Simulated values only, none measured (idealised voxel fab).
A process module follows: voxel local oxidation.
Shown is cross-section cut, with a width of 215 nm and square cells of size 5 nm.
For the purposes of this document, a cross-section shall be understood as a grid of square cells, specified as bands listed in top-to-bottom order, each band consisting of one or more rows of cells. Within each band entry, the heights of the top and of the bottom of the band appear first, in that order and in nm; the materials of the band then follow from left to right, each with its corresponding width in nm. The designation "all across" on a single material indicates that it fills the band from edge to edge; the designation "empty" indicates empty space. Where do heights start? At 0: under that level the wafer as delivered is made of one material only. And the lowest band has no floor; it just carries on downward, as in "0 -> down". Width spec "30 to 40" -> top row of cells at first value, bottom row at second value, equal per-row change in between. No cell of the cross-section changed in a step that is given as "everything unchanged". Any empty space of 8 cells or more lacking an open way to the top shows up in "Non-vented voids" as width x height at distance, distance from the left edge, in nm. Text after the settings on a step's line: the simulator's own remark on that step. overlay nm: how far to the right of its planned place the mask lay on this masked step (negative: to the left).
Planned step list for the process
1: RECEIVE: material Si
2: CONFORMAL_DEP: material SiO2, thk nm 5
3: CONFORMAL_DEP: material SiN, thk nm 10
4: MASKED_ETCH: tone cover, mask id ACTIVE, width nm 90, etch materials SiN, depth nm 10, overlay nm 0
5: SELECTIVE_ETCH: etch materials SiO2, depth nm 5
6: OXIDIZE: depth nm 10
7: STRIP: etch materials SiN
First of two wafers, processed according to plan
Wafer cross-section on receipt, i.e. after step 1
- 0 -> down: Si all across
- Non-vented voids: none
Cross-section through the wafer, step 2 finished
- 5 -> 0: SiO2 all across
- Everything below 0 is unchanged.
Cross-section through the wafer, step 3 finished
- 15 -> 5: SiN all across
- Everything below 5 is unchanged.
Cross-section through the wafer, step 4 finished
- 15 -> 5: 60 nm empty, 90 nm SiN, 65 nm empty
- Everything below 5 is unchanged.
Cross-section through the wafer, step 5 finished
- 15 -> 5: 60 nm empty, 90 nm SiN, 65 nm empty
- 5 -> 0: 65 nm empty, 80 nm SiO2, 70 nm empty
- Everything below 0 is unchanged.
Cross-section through the wafer, step 6 finished
- 15 -> 5: 60 nm empty, 90 nm SiN, 65 nm empty
- 5 -> 0: 65 nm empty, 80 nm SiO2, 70 nm empty
- 0 -> -10: 75 nm SiO2, 60 nm Si, 80 nm SiO2
- Everything below -10 is unchanged.
Cross-section through the wafer, step 7 finished
- 5 -> 0: 65 nm empty, 80 nm SiO2, 70 nm empty
- Everything below 0 is unchanged.
Wafer two. Same start, same plan, one slip in execution. Same as wafer one through step 5, inclusive
Cross-section: second wafer, time at which step 6 was scheduled to end
- 15 -> 5: 60 nm empty, 90 nm SiN, 65 nm empty
- 5 -> 0: 65 nm empty, 80 nm SiO2, 70 nm empty
- 0 -> -5: 70 nm SiO2, 70 nm Si, 75 nm SiO2
- Everything below -5 is unchanged.
Cross-section: second wafer, time at which step 7 was scheduled to end
- 5 -> 0: 65 nm empty, 80 nm SiO2, 70 nm empty
- Everything below 0 is unchanged.
Heads up, the wafer didn't run the way we planned it: step 6 ran with different settings than intended, the actual operation and settings being OXIDIZE: depth nm 5
Final wafer comparison in cells, second versus first, more or fewer per material: +33 Si; -33 SiO2
